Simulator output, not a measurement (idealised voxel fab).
process module | voxel wiring stack
cross-section cut | 245 nm wide | cells 5 nm
A cross-section is a grid of square cells, given in bands from the top down. A band is one or more rows of cells.
Each band's line starts with the height of the band's top and of its bottom, in nm. Then come its materials from left to right, each with its width in nm. One material with "throughout" fills the band from edge to edge. "air" is empty space.
Height 0 is the level under which the wafer as received is all one material. The lowest band goes on downwards, as in "0 down".
A width such as "30 to 40" changes by the same amount from each row of cells to the next, from the band's top row to its bottom row.
"no change" after a step means that no cell of the cross-section changed.
closed voids: empty space of 8 cells or more with no open way to the top, each as width x height at its distance from the left edge, in nm
after a step's settings: what the simulator itself notes on the step
overlay nm, on a step with a mask: how far to the right of its planned place the mask lay; to the left if negative
plan
1 op RECEIVE | material Si
2 op CONFORMAL_DEP | material SiO2 | thk nm 10
3 op CONFORMAL_DEP | material SiCN | thk nm 5
4 op DIRECTIONAL_DEP | material lowk | thk nm 20
5 op PATTERN | tone open | mask id METAL_1 | material resist | width nm 25 | pitch nm 55 | thk nm 20 | overlay nm 0
6 op DIRECTIONAL_ETCH | etch materials lowk | depth nm 20
7 op DIRECTIONAL_ETCH | etch materials SiCN | depth nm 5
8 op STRIP | etch materials resist
9 op CONFORMAL_DEP | material TiN | thk nm 5
10 op FILL_DEP | material W | thk nm 10
11 op CMP | height nm 35
12 op CONFORMAL_DEP | material SiCN | thk nm 5
13 op DIRECTIONAL_DEP | material lowk | thk nm 35
14 op PATTERN | tone open | mask id METAL_2 | material resist | width nm 25 | pitch nm 55 | thk nm 15 | overlay nm 0
15 op DIRECTIONAL_ETCH | etch materials lowk | depth nm 20
16 op STRIP | etch materials resist
17 op PATTERN | tone open | mask id METAL_2_HOLES | material resist | width nm 15 | pitch nm 110 | thk nm 20 | overlay nm 0
18 op DIRECTIONAL_ETCH | etch materials lowk | depth nm 15
19 op DIRECTIONAL_ETCH | etch materials SiCN | depth nm 5
20 op STRIP | etch materials resist
21 op CONFORMAL_DEP | material TiN | thk nm 5
22 op FILL_DEP | material Cu | thk nm 5
23 op CMP | height nm 75
24 op CONFORMAL_DEP | material SiN | thk nm 5
as received, after step 1
  0 down: Si throughout
  closed voids: none
first wafer at the end, as planned
  80 to 75: SiN throughout
  75 to 60: lowk 25 | TiN 5 | Cu 15 | TiN 5 | lowk 30 | TiN 5 | Cu 15 | TiN 5 | lowk 30 | TiN 5 | Cu 15 | TiN 5 | lowk 30 | TiN 5 | Cu 15 | TiN 5 | lowk 30
  60 to 55: lowk 25 | TiN 5 | Cu 5 | TiN 15 | lowk 30 | TiN 25 | lowk 30 | TiN 5 | Cu 5 | TiN 15 | lowk 30 | TiN 25 | lowk 30
  55 to 40: lowk 25 | TiN 5 | Cu 5 | TiN 5 | lowk 95 | TiN 5 | Cu 5 | TiN 5 | lowk 95
  40 to 35: SiCN 25 | TiN 15 | SiCN 95 | TiN 15 | SiCN 95
  35 to 15: lowk 25 | TiN 5 | W 15 | TiN 5 | lowk 30 | TiN 5 | W 15 | TiN 5 | lowk 30 | TiN 5 | W 15 | TiN 5 | lowk 30 | TiN 5 | W 15 | TiN 5 | lowk 30
  15 to 10: SiCN 25 | TiN 25 | SiCN 30 | TiN 25 | SiCN 30 | TiN 25 | SiCN 30 | TiN 25 | SiCN 30
  10 to 0: SiO2 throughout
  0 down: Si throughout
  closed voids: none
second wafer at the end: like start, like plan, one mistake
  80 to 75: SiN throughout
  75 to 70: lowk 25 | TiN 5 | Cu 5 | TiN 15 | lowk 30 | TiN 25 | lowk 30 | TiN 5 | Cu 5 | TiN 15 | lowk 30 | TiN 25 | lowk 30
  70 to 55: lowk 25 | TiN 5 | Cu 5 | TiN 5 | lowk 95 | TiN 5 | Cu 5 | TiN 5 | lowk 95
  55 to 50: SiCN 25 | TiN 15 | SiCN 95 | TiN 15 | SiCN 95
  50 to 40: W throughout
  40 to 35: TiN 30 | W 15 | TiN 40 | W 15 | TiN 40 | W 15 | TiN 40 | W 15 | TiN 35
  35 to 15: lowk 25 | TiN 5 | W 15 | TiN 5 | lowk 30 | TiN 5 | W 15 | TiN 5 | lowk 30 | TiN 5 | W 15 | TiN 5 | lowk 30 | TiN 5 | W 15 | TiN 5 | lowk 30
  15 to 10: SiCN 25 | TiN 25 | SiCN 30 | TiN 25 | SiCN 30 | TiN 25 | SiCN 30 | TiN 25 | SiCN 30
  10 to 0: SiO2 throughout
  0 down: Si throughout
  closed voids: none
what went wrong: step 11 was left out
at the end the second wafer has, in cells: 36 fewer of Cu | 13 more of TiN | 110 more of W | 87 fewer of lowk
